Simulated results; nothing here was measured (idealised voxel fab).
process module | voxel trench capacitor
cross-section cut | 170 nm wide | cells 5 nm
A cross-section is a grid of square cells, given in bands from the top down. A band is one or more rows of cells.
Each band's line starts with the height of the band's top and of its bottom, in nm. Then come its materials from left to right, each with its width in nm. One material with "throughout" fills the band from edge to edge. "air" is empty space.
Height 0 is the level under which the wafer as received is all one material. The lowest band goes on downwards, as in "0 down".
A width such as "30 to 40" changes by the same amount from each row of cells to the next, from the band's top row to its bottom row.
"no change" after a step means that no cell of the cross-section changed.
closed voids: empty space of 8 cells or more with no open way to the top, each as width x height at its distance from the left edge, in nm
after a step's settings: what the simulator itself notes on the step
overlay nm, on a step with a mask: how far to the right of its planned place the mask lay; to the left if negative
plan
1 op RECEIVE | material Si
2 op CONFORMAL_DEP | material SiN | thk nm 10
3 op DIRECTIONAL_DEP | material aC | thk nm 15
4 op PATTERN | tone open | mask id TRENCH | material resist | width nm 25 | pitch nm 45 | thk nm 35 | overlay nm 0
5 op DIRECTIONAL_ETCH | etch materials aC | depth nm 15
6 op STRIP | etch materials resist
7 op DIRECTIONAL_ETCH | etch materials SiN | depth nm 10
8 op DIRECTIONAL_ETCH | etch materials Si | depth nm 40
9 op STRIP | etch materials aC
10 op CONFORMAL_DEP | material Al2O3 | thk nm 5
11 op CONFORMAL_DEP | material TiN | thk nm 5
12 op FILL_DEP | material W | thk nm 5
13 op CMP | height nm 10
first wafer, as planned
as received, after step 1
  0 down: Si throughout
  closed voids: none
after step 2
  10 to 0: SiN throughout
  below 0: unchanged
after step 3
  25 to 10: aC throughout
  below 10: unchanged
after step 4
  60 to 25: resist 25 | air 25 | resist 20 | air 25 | resist 20 | air 25 | resist 30
  below 25: unchanged
after step 5
  45 to 25: resist 25 | air 25 | resist 20 | air 25 | resist 20 | air 25 | resist 30
  25 to 10: aC 25 | air 25 | aC 20 | air 25 | aC 20 | air 25 | aC 30
  below 10: unchanged
after step 6
  25 to 10: aC 25 | air 25 | aC 20 | air 25 | aC 20 | air 25 | aC 30
  below 10: unchanged
after step 7
  25 to 10: aC 25 | air 25 | aC 20 | air 25 | aC 20 | air 25 | aC 30
  10 to 0: SiN 25 | air 25 | SiN 20 | air 25 | SiN 20 | air 25 | SiN 30
  below 0: unchanged
after step 8
  25 to 10: aC 25 | air 25 | aC 20 | air 25 | aC 20 | air 25 | aC 30
  10 to 0: SiN 25 | air 25 | SiN 20 | air 25 | SiN 20 | air 25 | SiN 30
  0 to -40: Si 25 | air 25 | Si 20 | air 25 | Si 20 | air 25 | Si 30
  below -40: unchanged
after step 9
  10 to 0: SiN 25 | air 25 | SiN 20 | air 25 | SiN 20 | air 25 | SiN 30
  below 0: unchanged
after step 10
  15 to 10: Al2O3 30 | air 15 | Al2O3 30 | air 15 | Al2O3 30 | air 15 | Al2O3 35
  10 to 0: SiN 25 | Al2O3 5 | air 15 | Al2O3 5 | SiN 20 | Al2O3 5 | air 15 | Al2O3 5 | SiN 20 | Al2O3 5 | air 15 | Al2O3 5 | SiN 30
  0 to -35: Si 25 | Al2O3 5 | air 15 | Al2O3 5 | Si 20 | Al2O3 5 | air 15 | Al2O3 5 | Si 20 | Al2O3 5 | air 15 | Al2O3 5 | Si 30
  -35 to -40: Si 25 | Al2O3 25 | Si 20 | Al2O3 25 | Si 20 | Al2O3 25 | Si 30
  below -40: unchanged
after step 11
  20 to 15: TiN 35 | air 5 | TiN 40 | air 5 | TiN 40 | air 5 | TiN 40
  15 to 10: Al2O3 30 | TiN 5 | air 5 | TiN 5 | Al2O3 30 | TiN 5 | air 5 | TiN 5 | Al2O3 30 | TiN 5 | air 5 | TiN 5 | Al2O3 35
  10 to 0: SiN 25 | Al2O3 5 | TiN 5 | air 5 | TiN 5 | Al2O3 5 | SiN 20 | Al2O3 5 | TiN 5 | air 5 | TiN 5 | Al2O3 5 | SiN 20 | Al2O3 5 | TiN 5 | air 5 | TiN 5 | Al2O3 5 | SiN 30
  0 to -30: Si 25 | Al2O3 5 | TiN 5 | air 5 | TiN 5 | Al2O3 5 | Si 20 | Al2O3 5 | TiN 5 | air 5 | TiN 5 | Al2O3 5 | Si 20 | Al2O3 5 | TiN 5 | air 5 | TiN 5 | Al2O3 5 | Si 30
  -30 to -35: Si 25 | Al2O3 5 | TiN 15 | Al2O3 5 | Si 20 | Al2O3 5 | TiN 15 | Al2O3 5 | Si 20 | Al2O3 5 | TiN 15 | Al2O3 5 | Si 30
  below -35: unchanged
after step 12
  25 to 20: W throughout
  20 to 15: TiN 35 | W 5 | TiN 40 | W 5 | TiN 40 | W 5 | TiN 40
  15 to 10: Al2O3 30 | TiN 5 | W 5 | TiN 5 | Al2O3 30 | TiN 5 | W 5 | TiN 5 | Al2O3 30 | TiN 5 | W 5 | TiN 5 | Al2O3 35
  10 to 0: SiN 25 | Al2O3 5 | TiN 5 | W 5 | TiN 5 | Al2O3 5 | SiN 20 | Al2O3 5 | TiN 5 | W 5 | TiN 5 | Al2O3 5 | SiN 20 | Al2O3 5 | TiN 5 | W 5 | TiN 5 | Al2O3 5 | SiN 30
  0 to -30: Si 25 | Al2O3 5 | TiN 5 | W 5 | TiN 5 | Al2O3 5 | Si 20 | Al2O3 5 | TiN 5 | W 5 | TiN 5 | Al2O3 5 | Si 20 | Al2O3 5 | TiN 5 | W 5 | TiN 5 | Al2O3 5 | Si 30
  below -30: unchanged
after step 13
  10 to 0: SiN 25 | Al2O3 5 | TiN 5 | W 5 | TiN 5 | Al2O3 5 | SiN 20 | Al2O3 5 | TiN 5 | W 5 | TiN 5 | Al2O3 5 | SiN 20 | Al2O3 5 | TiN 5 | W 5 | TiN 5 | Al2O3 5 | SiN 30
  below 0: unchanged
second wafer: like start, like plan, one mistake. Through step 3 it matches the first wafer
when step 4 should have ended
  60 to 25: resist 35 | air 25 | resist 20 | air 25 | resist 20 | air 25 | resist 20
  below 25: unchanged
when step 5 should have ended
  45 to 25: resist 35 | air 25 | resist 20 | air 25 | resist 20 | air 25 | resist 20
  25 to 10: aC 35 | air 25 | aC 20 | air 25 | aC 20 | air 25 | aC 20
  below 10: unchanged
when step 6 should have ended
  25 to 10: aC 35 | air 25 | aC 20 | air 25 | aC 20 | air 25 | aC 20
  below 10: unchanged
when step 7 should have ended
  25 to 10: aC 35 | air 25 | aC 20 | air 25 | aC 20 | air 25 | aC 20
  10 to 0: SiN 35 | air 25 | SiN 20 | air 25 | SiN 20 | air 25 | SiN 20
  below 0: unchanged
when step 8 should have ended
  25 to 10: aC 35 | air 25 | aC 20 | air 25 | aC 20 | air 25 | aC 20
  10 to 0: SiN 35 | air 25 | SiN 20 | air 25 | SiN 20 | air 25 | SiN 20
  0 to -40: Si 35 | air 25 | Si 20 | air 25 | Si 20 | air 25 | Si 20
  below -40: unchanged
when step 9 should have ended
  10 to 0: SiN 35 | air 25 | SiN 20 | air 25 | SiN 20 | air 25 | SiN 20
  below 0: unchanged
when step 10 should have ended
  15 to 10: Al2O3 40 | air 15 | Al2O3 30 | air 15 | Al2O3 30 | air 15 | Al2O3 25
  10 to 0: SiN 35 | Al2O3 5 | air 15 | Al2O3 5 | SiN 20 | Al2O3 5 | air 15 | Al2O3 5 | SiN 20 | Al2O3 5 | air 15 | Al2O3 5 | SiN 20
  0 to -35: Si 35 | Al2O3 5 | air 15 | Al2O3 5 | Si 20 | Al2O3 5 | air 15 | Al2O3 5 | Si 20 | Al2O3 5 | air 15 | Al2O3 5 | Si 20
  -35 to -40: Si 35 | Al2O3 25 | Si 20 | Al2O3 25 | Si 20 | Al2O3 25 | Si 20
  below -40: unchanged
when step 11 should have ended
  20 to 15: TiN 45 | air 5 | TiN 40 | air 5 | TiN 40 | air 5 | TiN 30
  15 to 10: Al2O3 40 | TiN 5 | air 5 | TiN 5 | Al2O3 30 | TiN 5 | air 5 | TiN 5 | Al2O3 30 | TiN 5 | air 5 | TiN 5 | Al2O3 25
  10 to 0: SiN 35 | Al2O3 5 | TiN 5 | air 5 | TiN 5 | Al2O3 5 | SiN 20 | Al2O3 5 | TiN 5 | air 5 | TiN 5 | Al2O3 5 | SiN 20 | Al2O3 5 | TiN 5 | air 5 | TiN 5 | Al2O3 5 | SiN 20
  0 to -30: Si 35 | Al2O3 5 | TiN 5 | air 5 | TiN 5 | Al2O3 5 | Si 20 | Al2O3 5 | TiN 5 | air 5 | TiN 5 | Al2O3 5 | Si 20 | Al2O3 5 | TiN 5 | air 5 | TiN 5 | Al2O3 5 | Si 20
  -30 to -35: Si 35 | Al2O3 5 | TiN 15 | Al2O3 5 | Si 20 | Al2O3 5 | TiN 15 | Al2O3 5 | Si 20 | Al2O3 5 | TiN 15 | Al2O3 5 | Si 20
  below -35: unchanged
when step 12 should have ended
  25 to 20: W throughout
  20 to 15: TiN 45 | W 5 | TiN 40 | W 5 | TiN 40 | W 5 | TiN 30
  15 to 10: Al2O3 40 | TiN 5 | W 5 | TiN 5 | Al2O3 30 | TiN 5 | W 5 | TiN 5 | Al2O3 30 | TiN 5 | W 5 | TiN 5 | Al2O3 25
  10 to 0: SiN 35 | Al2O3 5 | TiN 5 | W 5 | TiN 5 | Al2O3 5 | SiN 20 | Al2O3 5 | TiN 5 | W 5 | TiN 5 | Al2O3 5 | SiN 20 | Al2O3 5 | TiN 5 | W 5 | TiN 5 | Al2O3 5 | SiN 20
  0 to -30: Si 35 | Al2O3 5 | TiN 5 | W 5 | TiN 5 | Al2O3 5 | Si 20 | Al2O3 5 | TiN 5 | W 5 | TiN 5 | Al2O3 5 | Si 20 | Al2O3 5 | TiN 5 | W 5 | TiN 5 | Al2O3 5 | Si 20
  below -30: unchanged
when step 13 should have ended
  10 to 0: SiN 35 | Al2O3 5 | TiN 5 | W 5 | TiN 5 | Al2O3 5 | SiN 20 | Al2O3 5 | TiN 5 | W 5 | TiN 5 | Al2O3 5 | SiN 20 | Al2O3 5 | TiN 5 | W 5 | TiN 5 | Al2O3 5 | SiN 20
  below 0: unchanged
what went wrong: step 4 ran as: op PATTERN | tone open | mask id TRENCH | material resist | width nm 25 | pitch nm 45 | thk nm 35 | overlay nm 10
at the end the second wafer has, in cells: as many of each material as the first, in other places
